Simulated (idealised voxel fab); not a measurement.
This is a process module. Its name is voxel wiring stack.
In the cross-section labelled cut, the width is 155 nm and each square cell is 5 nm.
A cross-section is written here as square cells arranged in a grid, and it is given in bands from the top down, each band taking up one or more rows of cells.
Top, bottom (nm), then materials left to right with widths (nm); lone material tagged "throughout" fills the whole band edge to edge; "air" = empty space.
Heights are reckoned from 0. Under this level, the received wafer is all of one material. The bottommost band is open-ended downward, for example "0..down".
The notation "30 to 40" denotes a width that varies across the rows of cells in the band, beginning at the first number in the top row, finishing at the second number in the bottom row, and changing by an identical amount from each row to the next.
Where the words "no change occurred" appear for a step, the cross-section shows no cell changed by that step; every cell remained as before.
Sealed void inventory: empty space of 8 cells or more with no open way to the top, each as width x height at its distance from the left edge, in nm
Anything after a step's settings on that line? It's the simulator's own note about the step.
You can add "overlay nm" to a step's line. For a step with a mask, it describes how far the mask lay to the right of its planned position, and a negative number describes a lay to the left.
Before/after cross-section pairs, one process step each; after shown to lowest changed band; step and settings beneath. Pairs may be from different runs of this module on the same starting wafer; a pair continues from the one above only where its "Prior to step" entry says so.
PRIOR TO STEP
155..145 = 20 lowk, 15 air, 30 lowk, 15 air, 30 lowk, 15 air, 30 lowk
145..140 = 20 SiCN, 15 air, 30 SiCN, 15 air, 30 SiCN, 15 air, 30 SiCN
140..115 = 20 lowk, 5 TiN, 10 Cu, 5 TiN, 25 lowk, 5 TiN, 10 Cu, 5 TiN, 25 lowk, 5 TiN, 10 Cu, 5 TiN, 25 lowk
115..110 = 20 SiN, 20 TiN, 25 SiN, 20 TiN, 25 SiN, 20 TiN, 25 SiN
110..90 = 20 SiO2, 5 SiN, 5 TiN, 5 SiN, 75 SiO2, 5 SiN, 5 TiN, 5 SiN, 30 SiO2
90..85 = 20 SiCN, 5 SiN, 5 TiN, 5 SiN, 75 SiCN, 5 SiN, 5 TiN, 5 SiN, 30 SiCN
85..60 = 15 W, 5 TiN, 20 SiO2, 5 TiN, 15 W, 5 TiN, 20 SiO2, 5 TiN, 15 W, 5 TiN, 20 SiO2, 5 TiN, 20 W
60..55 = 20 TiN, 20 SiN, 25 TiN, 20 SiN, 25 TiN, 20 SiN, 25 TiN
55..40 = 20 lowk, 5 TiN, 5 W, 5 TiN, 75 lowk, 5 TiN, 5 W, 5 TiN, 30 lowk
40..35 = 20 SiCN, 15 TiN, 75 SiCN, 15 TiN, 30 SiCN
35..20 = 15 lowk, 5 SiN, 20 W, 5 SiN, 15 lowk, 5 SiN, 20 W, 5 SiN, 15 lowk, 5 SiN, 20 W, 5 SiN, 20 lowk
20..15 = 20 SiN, 20 TiN, 25 SiN, 20 TiN, 25 SiN, 20 TiN, 25 SiN
15..0 = SiO2 throughout
0..down = Si throughout
Sealed void inventory: none
POST-STEP APPEARANCE
160..155 = 25 TiN, 5 air, 40 TiN, 5 air, 40 TiN, 5 air, 35 TiN
155..145 = 20 lowk, 5 TiN, 5 air, 5 TiN, 30 lowk, 5 TiN, 5 air, 5 TiN, 30 lowk, 5 TiN, 5 air, 5 TiN, 30 lowk
145..140 = 20 SiCN, 15 TiN, 30 SiCN, 15 TiN, 30 SiCN, 15 TiN, 30 SiCN
Below a height of 140, the structure has not been altered.
Sealed void inventory: none
Q: step between the cross-sections above? A: CONFORMAL_DEP (material TiN; thk nm 5)
Prior to step: the state before this step is the cross-section shown after the step in the pair just above.
POST-STEP APPEARANCE
165..160 = W throughout
160..155 = 25 TiN, 5 W, 40 TiN, 5 W, 40 TiN, 5 W, 35 TiN
155..145 = 20 lowk, 5 TiN, 5 W, 5 TiN, 30 lowk, 5 TiN, 5 W, 5 TiN, 30 lowk, 5 TiN, 5 W, 5 TiN, 30 lowk
Below a height of 145, the structure has not been altered.
Sealed void inventory: none
Q: step between the cross-sections above? A: FILL_DEP (material W; thk nm 5)
Prior to step: the state before this step is the cross-section shown after the step in the pair just above.
POST-STEP APPEARANCE
155..145 = 20 lowk, 5 TiN, 5 W, 5 TiN, 30 lowk, 5 TiN, 5 W, 5 TiN, 30 lowk, 5 TiN, 5 W, 5 TiN, 30 lowk
Below a height of 145, the structure has not been altered.
Sealed void inventory: none
Q: step between the cross-sections above? A: CMP (height nm 155)
Prior to step: the state before this step is the cross-section shown after the step in the pair just above.
POST-STEP APPEARANCE
160..155 = TiN throughout
Below a height of 155, the structure has not been altered.
Sealed void inventory: none
Q: step between the cross-sections above? A: DIRECTIONAL_DEP (material TiN; thk nm 5)
Prior to step: the state before this step is the cross-section shown after the step in the pair just above.
POST-STEP APPEARANCE
175..160 = W throughout
Below a height of 160, the structure has not been altered.
Sealed void inventory: none
Q: step between the cross-sections above? A: DIRECTIONAL_DEP (material W; thk nm 15)
Prior to step: the state before this step is the cross-section shown after the step in the pair just above.
POST-STEP APPEARANCE
195..175 = 20 air, 20 resist, 25 air, 20 resist, 25 air, 20 resist, 25 air
Below a height of 175, the structure has not been altered.
Sealed void inventory: none
Q: step between the cross-sections above? A: PATTERN (tone cover; mask id METAL_4; material resist; width nm 20; pitch nm 45; thk nm 20; overlay nm 0)
Prior to step: the state before this step is the cross-section shown after the step in the pair just above.
POST-STEP APPEARANCE
195..175 = 20 air, 20 resist, 25 air, 20 resist, 25 air, 20 resist, 25 air
175..160 = 20 air, 20 W, 25 air, 20 W, 25 air, 20 W, 25 air
Below a height of 160, the structure has not been altered.
Sealed void inventory: none
Q: step between the cross-sections above? A: DIRECTIONAL_ETCH (etch materials W; depth nm 15)
Prior to step: the state before this step is the cross-section shown after the step in the pair just above.
POST-STEP APPEARANCE
195..175 = 20 air, 20 resist, 25 air, 20 resist, 25 air, 20 resist, 25 air
175..160 = 20 air, 20 W, 25 air, 20 W, 25 air, 20 W, 25 air
160..155 = 20 air, 20 TiN, 25 air, 20 TiN, 25 air, 20 TiN, 25 air
Below a height of 155, the structure has not been altered.
Sealed void inventory: none
Q: step between the cross-sections above? A: DIRECTIONAL_ETCH (etch materials TiN; depth nm 5)
Prior to step: the state before this step is the cross-section shown after the step in the pair just above.
POST-STEP APPEARANCE
175..160 = 20 air, 20 W, 25 air, 20 W, 25 air, 20 W, 25 air
Below a height of 160, the structure has not been altered.
Sealed void inventory: none
Q: step between the cross-sections above? A: STRIP (etch materials resist)
Prior to step: the state before this step is the cross-section shown after the step in the pair just above.
POST-STEP APPEARANCE
180..175 = 15 air, 30 SiCN, 15 air, 30 SiCN, 15 air, 30 SiCN, 20 air
175..160 = 15 air, 5 SiCN, 20 W, 5 SiCN, 15 air, 5 SiCN, 20 W, 5 SiCN, 15 air, 5 SiCN, 20 W, 5 SiCN, 20 air
160..155 = 20 SiCN, 20 TiN, 25 SiCN, 20 TiN, 25 SiCN, 20 TiN, 25 SiCN
Below a height of 155, the structure has not been altered.
Sealed void inventory: none
Q: step between the cross-sections above? A: CONFORMAL_DEP (material SiCN; thk nm 5)
Prior to step: the state before this step is the cross-section shown after the step in the pair just above.
POST-STEP APPEARANCE
185..180 = lowk throughout
180..175 = 15 lowk, 30 SiCN, 15 lowk, 30 SiCN, 15 lowk, 30 SiCN, 20 lowk
175..160 = 15 lowk, 5 SiCN, 20 W, 5 SiCN, 15 lowk, 5 SiCN, 20 W, 5 SiCN, 15 lowk, 5 SiCN, 20 W, 5 SiCN, 20 lowk
Below a height of 160, the structure has not been altered.
Sealed void inventory: none
Q: step between the cross-sections above? A: FILL_DEP (material lowk; thk nm 5)
Prior to step: the state before this step is the cross-section shown after the step in the pair just above.
POST-STEP APPEARANCE
175..160 = 15 lowk, 5 SiCN, 20 W, 5 SiCN, 15 lowk, 5 SiCN, 20 W, 5 SiCN, 15 lowk, 5 SiCN, 20 W, 5 SiCN, 20 lowk
Below a height of 160, the structure has not been altered.
Sealed void inventory: none
Q: step between the cross-sections above? A: CMP (height nm 175)
Prior to step: the state before this step is the cross-section shown after the step in the pair just above.
POST-STEP APPEARANCE
180..175 = SiCN throughout
Below a height of 175, the structure has not been altered.
Sealed void inventory: none
Q: step between the cross-sections above? A: CONFORMAL_DEP (material SiCN; thk nm 5)
